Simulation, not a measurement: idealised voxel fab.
process module | voxel self aligned contacts
cross-section cut | 285 nm wide | cells 5 nm
A cross-section is a grid of square cells, given in bands from the top down. A band is one or more rows of cells.
Each band's line starts with the height of the band's top and of its bottom, in nm. Then come its materials from left to right, each with its width in nm. One material with "throughout" fills the band from edge to edge. "air" is empty space.
Height 0 is the level under which the wafer as received is all one material. The lowest band goes on downwards, as in "0 down".
A width such as "30 to 40" changes by the same amount from each row of cells to the next, from the band's top row to its bottom row.
"no change" after a step means that no cell of the cross-section changed.
closed voids: empty space of 8 cells or more with no open way to the top, each as width x height at its distance from the left edge, in nm
after a step's settings: what the simulator itself notes on the step
overlay nm, on a step with a mask: how far to the right of its planned place the mask lay; to the left if negative
plan
1 op RECEIVE | material Si
2 op OXIDIZE | depth nm 5
3 op DIRECTIONAL_DEP | material polySi | thk nm 20
4 op DIRECTIONAL_DEP | material SiN | thk nm 20
5 op MASKED_ETCH | tone cover | mask id GATE | width nm 35 | pitch nm 80 | etch materials SiN | depth nm 20 | overlay nm 0
6 op MASKED_ETCH | tone cover | mask id GATE | width nm 25 | pitch nm 80 | etch materials polySi | depth nm 20 | overlay nm 0
7 op CONFORMAL_DEP | material SiN | thk nm 10
8 op DIRECTIONAL_ETCH | etch materials SiN | depth nm 10
9 op FILL_DEP | material SiO2 | thk nm 15
10 op CMP | height nm 45
11 op PATTERN | tone open | mask id CONTACT | material resist | width nm 65 | thk nm 20 | overlay nm 0
12 op DIRECTIONAL_ETCH | etch materials SiO2 | depth nm 50
13 op STRIP | etch materials resist
14 op CONFORMAL_DEP | material TiN | thk nm 5
15 op FILL_DEP | material Ru | thk nm 10
16 op CMP | height nm 45
17 op CONFORMAL_DEP | material SiCN | thk nm 5
varied across the wafers: width nm of step 6. The plan shows the first wafer's value. All wafers start alike
first wafer as received, after step 1
  0 down: Si throughout
  closed voids: none
first wafer at the end, after step 17
  50 to 45: SiCN throughout
  45 to 40: SiO2 110 | TiN 25 | Ru 15 | TiN 25 | SiO2 110
  40 to 20: SiO2 75 | SiN 55 | TiN 5 | Ru 15 | TiN 5 | SiN 55 | SiO2 75
  20 to 0: SiO2 75 | SiN 10 | polySi 35 | SiN 10 | TiN 5 | Ru 15 | TiN 5 | SiN 10 | polySi 35 | SiN 10 | SiO2 75
  0 to -5: SiO2 130 | TiN 25 | SiO2 130
  -5 down: Si throughout
  closed voids: none
last wafer at the end
  50 to 45: SiCN throughout
  45 to 40: SiO2 110 | TiN 25 | Ru 15 | TiN 25 | SiO2 110
  40 to 25: SiO2 75 | SiN 55 | TiN 5 | Ru 15 | TiN 5 | SiN 55 | SiO2 75
  25 to 20: SiO2 75 | SiN 55 | TiN 25 | SiN 55 | SiO2 75
  20 to 0: SiO2 70 | SiN 10 | polySi 50 | SiN 10 | TiN 10 | SiN 10 | polySi 50 | SiN 10 | SiO2 65
  0 to -5: SiO2 140 | TiN 10 | SiO2 135
  -5 down: Si throughout
  closed voids: none
each wafer at the end: cells of each material gained (+) or lost (-) since it was received, then its closed voids
width nm 25 | +27 Ru | -57 Si | +57 SiCN | +120 SiN | +336 SiO2 | +31 TiN | +56 polySi | closed voids: none
width nm 30 | +27 Ru | -57 Si | +57 SiCN | +120 SiN | +336 SiO2 | +31 TiN | +56 polySi | closed voids: none
width nm 35 | +27 Ru | -57 Si | +57 SiCN | +120 SiN | +336 SiO2 | +31 TiN | +56 polySi | closed voids: none
width nm 40 | +22 Ru | -57 Si | +57 SiCN | +120 SiN | +333 SiO2 | +31 TiN | +64 polySi | closed voids: none
width nm 45 | +17 Ru | -57 Si | +57 SiCN | +120 SiN | +330 SiO2 | +31 TiN | +72 polySi | closed voids: none
width nm 50 | +12 Ru | -57 Si | +57 SiCN | +120 SiN | +327 SiO2 | +31 TiN | +80 polySi | closed voids: none
